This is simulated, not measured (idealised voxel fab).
Name of the process module below: voxel gate over fins
We display cut, a cross-section 210 nm in width whose square cells are each 5 nm.
Cross-sections here: square-cell grids, written as top-down lists of bands, a band being one or more rows of cells. Band entry format. Leading values: height of top, height of bottom, nm. Remainder: materials in left-to-right order, each with its width in nm. Special words: "all across" on a single material, which then fills the band edge to edge; "empty", empty space. Heights are reckoned from 0. Under this level, the received wafer is all of one material. The bottommost band is open-ended downward, for example "top 0, no bottom". The two numbers in a width such as "30->40" mark its ends across the band: the first belongs to the top row of cells, the second to the bottom row, and from each row to the next the width moves by the same amount. "identical to before" means the step left every cell of the cross-section as it was. Closed-off voids of 8+ cells (no open route to the top) go in "Fully sealed voids", written width x height at distance from the left edge, in nm. The remark found on a step's line after its settings is issued by the simulator itself and pertains to that step. A step's line can hold "overlay nm"; with a mask on that step, the setting says how far right of the planned place the mask lay, while a negative setting says it lay to the left.

### List of planned process steps
1. RECEIVE [material Si]
2. CONFORMAL_DEP [material SiN] [thk nm 5]
3. DIRECTIONAL_DEP [material aC] [thk nm 10]
4. PATTERN [tone cover] [mask id FINS] [material resist] [width nm 15] [pitch nm 45] [thk nm 30] [overlay nm 0]
5. DIRECTIONAL_ETCH [etch materials aC] [depth nm 10]
6. STRIP [etch materials resist]
7. DIRECTIONAL_ETCH [etch materials SiN] [depth nm 5]
8. DIRECTIONAL_ETCH [etch materials Si] [depth nm 35]
9. STRIP [etch materials aC]
10. OXIDIZE [depth nm 5]
11. FILL_DEP [material SiO2] [thk nm 15]
12. CMP [height nm 5]
13. SELECTIVE_ETCH [etch materials SiO2] [depth nm 20]
14. STRIP [etch materials SiN]
15. CONFORMAL_DEP [material HfO2] [thk nm 5]
16. CONFORMAL_DEP [material TiN] [thk nm 5]
17. FILL_DEP [material W] [thk nm 10]
18. CMP [height nm 15]
19. CONFORMAL_DEP [material SiN] [thk nm 10]

### Wafer cross-section on receipt, i.e. after step 1
* top 0, no bottom  Si all across
* Fully sealed voids: none

### Starting structure and process plan are as shown above, but one mistake was made in running the module; the wafer cross-section at the end of the module follows
* top 25, bottom 15  SiN all across
* top 15, bottom 10  W all across
* top 10, bottom 5  W 45 nm  TiN 25 nm  W 20 nm  TiN 25 nm  W 20 nm  TiN 25 nm  W 50 nm
* top 5, bottom 0  W 45 nm  TiN 5 nm  HfO2 15 nm  TiN 5 nm  W 20 nm  TiN 5 nm  HfO2 15 nm  TiN 5 nm  W 20 nm  TiN 5 nm  HfO2 15 nm  TiN 5 nm  W 50 nm
* top 0, bottom -25  W 45 nm  TiN 5 nm  HfO2 5 nm  Si 5 nm  HfO2 5 nm  TiN 5 nm  W 20 nm  TiN 5 nm  HfO2 5 nm  Si 5 nm  HfO2 5 nm  TiN 5 nm  W 20 nm  TiN 5 nm  HfO2 5 nm  Si 5 nm  HfO2 5 nm  TiN 5 nm  W 50 nm
* top -25, bottom -30  TiN 50 nm  HfO2 5 nm  Si 5 nm  HfO2 5 nm  TiN 30 nm  HfO2 5 nm  Si 5 nm  HfO2 5 nm  TiN 30 nm  HfO2 5 nm  Si 5 nm  HfO2 5 nm  TiN 55 nm
* top -30, bottom -35  HfO2 55 nm  Si 5 nm  HfO2 40 nm  Si 5 nm  HfO2 40 nm  Si 5 nm  HfO2 60 nm
* top -35, bottom -40  SiO2 55 nm  Si 5 nm  SiO2 40 nm  Si 5 nm  SiO2 40 nm  Si 5 nm  SiO2 60 nm
* top -40, no bottom  Si all across
* Fully sealed voids: none
Deviation noted in wafer processing: regarding the plan, step 13 was run twice
